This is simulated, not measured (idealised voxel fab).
process module | voxel transistor to metal
cross-section cut | 260 nm wide | cells 5 nm
A cross-section is a grid of square cells, given in bands from the top down. A band is one or more rows of cells.
Each band's line starts with the height of the band's top and of its bottom, in nm. Then come its materials from left to right, each with its width in nm. One material with "throughout" fills the band from edge to edge. "air" is empty space.
Height 0 is the level under which the wafer as received is all one material. The lowest band goes on downwards, as in "0 down".
A width such as "30 to 40" changes by the same amount from each row of cells to the next, from the band's top row to its bottom row.
"no change" after a step means that no cell of the cross-section changed.
closed voids: empty space of 8 cells or more with no open way to the top, each as width x height at its distance from the left edge, in nm
after a step's settings: what the simulator itself notes on the step
overlay nm, on a step with a mask: how far to the right of its planned place the mask lay; to the left if negative
plan
1 op RECEIVE | material Si
2 op OXIDIZE | depth nm 5
3 op CONFORMAL_DEP | material SiN | thk nm 15
4 op PATTERN | tone cover | mask id ACTIVE | material resist | width nm 95 | pitch nm 125 | thk nm 15 | overlay nm 0
5 op DIRECTIONAL_ETCH | etch materials SiN | depth nm 15
6 op DIRECTIONAL_ETCH | etch materials SiO2 | depth nm 5
7 op DIRECTIONAL_ETCH | etch materials Si | depth nm 30
8 op STRIP | etch materials resist
9 op OXIDIZE | depth nm 5
10 op FILL_DEP | material SiO2 | thk nm 10
11 op CMP | height nm 15
12 op SELECTIVE_ETCH | etch materials SiO2 | depth nm 10
13 op STRIP | etch materials SiN
14 op SELECTIVE_ETCH | etch materials SiO2 | depth nm 5
15 op OXIDIZE | depth nm 5
16 op DIRECTIONAL_DEP | material polySi | thk nm 25
17 op DIRECTIONAL_DEP | material SiCN | thk nm 15
18 op MASKED_ETCH | tone cover | mask id GATE | width nm 25 | pitch nm 125 | etch materials SiCN | depth nm 25 | overlay nm 0
19 op MASKED_ETCH | tone cover | mask id GATE | width nm 25 | pitch nm 125 | etch materials polySi | depth nm 35 | overlay nm 0
20 op CONFORMAL_DEP | material SiN | thk nm 5
21 op DIRECTIONAL_ETCH | etch materials SiN | depth nm 5
22 op DIRECTIONAL_ETCH | etch materials SiO2 | depth nm 5
23 op DIRECTIONAL_ETCH | etch materials Si | depth nm 15
24 op EPI | material SiGe | thk nm 15
25 op FILL_DEP | material SiO2 | thk nm 5
26 op CMP | height nm 35
27 op DIRECTIONAL_DEP | material SiO2 | thk nm 15
28 op MASKED_ETCH | tone open | mask id CONTACT | width nm 25 | etch materials SiO2 | depth nm 60 | overlay nm 0
29 op CONFORMAL_DEP | material TiN | thk nm 5
30 op FILL_DEP | material W | thk nm 5
31 op CMP | height nm 50
32 op CONFORMAL_DEP | material SiN | thk nm 5
33 op DIRECTIONAL_DEP | material SiO2 | thk nm 15
34 op DIRECTIONAL_DEP | material aC | thk nm 15
35 op PATTERN | tone open | mask id METAL_1 | material resist | width nm 15 | thk nm 30 | overlay nm 0
36 op DIRECTIONAL_ETCH | etch materials aC | depth nm 15
37 op STRIP | etch materials resist
38 op DIRECTIONAL_ETCH | etch materials SiO2 | depth nm 15
39 op DIRECTIONAL_ETCH | etch materials SiN | depth nm 5
40 op STRIP | etch materials aC
41 op CONFORMAL_DEP | material TiN | thk nm 5
42 op FILL_DEP | material Cu | thk nm 10
43 op CMP | height nm 70
44 op CONFORMAL_DEP | material SiN | thk nm 5
as received, after step 1
  0 down: Si throughout
  closed voids: none
first wafer at the end, as planned
  75 to 70: SiN throughout
  70 to 55: SiO2 25 | TiN 5 | Cu 5 | TiN 5 | SiO2 55 | TiN 5 | Cu 5 | TiN 5 | SiO2 40 | TiN 5 | Cu 5 | TiN 5 | SiO2 55 | TiN 5 | Cu 5 | TiN 5 | SiO2 25
  55 to 50: SiN 25 | TiN 15 | SiN 55 | TiN 15 | SiN 40 | TiN 15 | SiN 55 | TiN 15 | SiN 25
  50 to 35: SiO2 25 | TiN 5 | W 15 | TiN 5 | SiO2 35 | TiN 5 | W 15 | TiN 5 | SiO2 40 | TiN 5 | W 15 | TiN 5 | SiO2 35 | TiN 5 | W 15 | TiN 5 | SiO2 25
  35 to 20: SiO2 25 | TiN 5 | W 15 | TiN 5 | SiN 5 | SiCN 25 | SiN 5 | TiN 5 | W 15 | TiN 5 | SiO2 40 | TiN 5 | W 15 | TiN 5 | SiN 5 | SiCN 25 | SiN 5 | TiN 5 | W 15 | TiN 5 | SiO2 25
  20 to 10: SiO2 25 | TiN 5 | W 15 | TiN 5 | SiN 5 | polySi 25 | SiN 5 | TiN 5 | W 15 | TiN 5 | SiO2 40 | TiN 5 | W 15 | TiN 5 | SiN 5 | polySi 25 | SiN 5 | TiN 5 | W 15 | TiN 5 | SiO2 25
  10 to 5: SiO2 25 | TiN 25 | SiN 5 | polySi 25 | SiN 5 | TiN 25 | SiO2 40 | TiN 25 | SiN 5 | polySi 25 | SiN 5 | TiN 25 | SiO2 25
  5 to 0: SiO2 25 | TiN 10 | SiGe 15 | SiN 5 | polySi 25 | SiN 5 | SiGe 15 | TiN 10 | SiO2 40 | TiN 10 | SiGe 15 | SiN 5 | polySi 25 | SiN 5 | SiGe 15 | TiN 10 | SiO2 25
  0 to -5: SiO2 15 | SiN 5 | SiO2 5 | TiN 10 | SiGe 15 | SiN 5 | polySi 25 | SiN 5 | SiGe 15 | TiN 10 | SiO2 5 | SiN 5 | SiO2 20 | SiN 5 | SiO2 5 | TiN 10 | SiGe 15 | SiN 5 | polySi 25 | SiN 5 | SiGe 15 | TiN 10 | SiO2 5 | SiN 5 | SiO2 15
  -5 to -10: SiO2 25 | TiN 10 | SiGe 15 | SiO2 35 | SiGe 15 | TiN 10 | SiO2 40 | TiN 10 | SiGe 15 | SiO2 35 | SiGe 15 | TiN 10 | SiO2 25
  -10 to -25: SiO2 25 | SiGe 25 | Si 35 | SiGe 25 | SiO2 40 | SiGe 25 | Si 35 | SiGe 25 | SiO2 25
  -25 to -40: SiO2 25 | Si 85 | SiO2 40 | Si 85 | SiO2 25
  -40 down: Si throughout
  closed voids: none
second wafer at the end: like start, like plan, one mistake
  75 to 70: SiN throughout
  70 to 55: SiO2 25 | TiN 5 | Cu 5 | TiN 5 | SiO2 55 | TiN 5 | Cu 5 | TiN 5 | SiO2 40 | TiN 5 | Cu 5 | TiN 5 | SiO2 55 | TiN 5 | Cu 5 | TiN 5 | SiO2 25
  55 to 50: SiN 25 | TiN 15 | SiN 55 | TiN 15 | SiN 40 | TiN 15 | SiN 55 | TiN 15 | SiN 25
  50 to 35: TiN throughout
  35 to 20: SiO2 50 | SiN 5 | SiCN 25 | SiN 5 | SiO2 90 | SiN 5 | SiCN 25 | SiN 5 | SiO2 50
  20 to 5: SiO2 50 | SiN 5 | polySi 25 | SiN 5 | SiO2 90 | SiN 5 | polySi 25 | SiN 5 | SiO2 50
  5 to 0: SiO2 35 | SiGe 15 | SiN 5 | polySi 25 | SiN 5 | SiGe 15 | SiO2 60 | SiGe 15 | SiN 5 | polySi 25 | SiN 5 | SiGe 15 | SiO2 35
  0 to -5: SiO2 15 | SiN 5 | SiO2 15 | SiGe 15 | SiN 5 | polySi 25 | SiN 5 | SiGe 15 | SiO2 15 | SiN 5 | SiO2 20 | SiN 5 | SiO2 15 | SiGe 15 | SiN 5 | polySi 25 | SiN 5 | SiGe 15 | SiO2 15 | SiN 5 | SiO2 15
  -5 to -10: SiO2 35 | SiGe 15 | SiO2 35 | SiGe 15 | SiO2 60 | SiGe 15 | SiO2 35 | SiGe 15 | SiO2 35
  -10 to -25: SiO2 25 | SiGe 25 | Si 35 | SiGe 25 | SiO2 40 | SiGe 25 | Si 35 | SiGe 25 | SiO2 25
  -25 to -40: SiO2 25 | Si 85 | SiO2 40 | Si 85 | SiO2 25
  -40 down: Si throughout
  closed voids: none
what went wrong: step 27 ran as: op DIRECTIONAL_DEP | material TiN | thk nm 15
at the end the second wafer has, in cells: 48 more of SiO2 | 48 more of TiN | 96 fewer of W
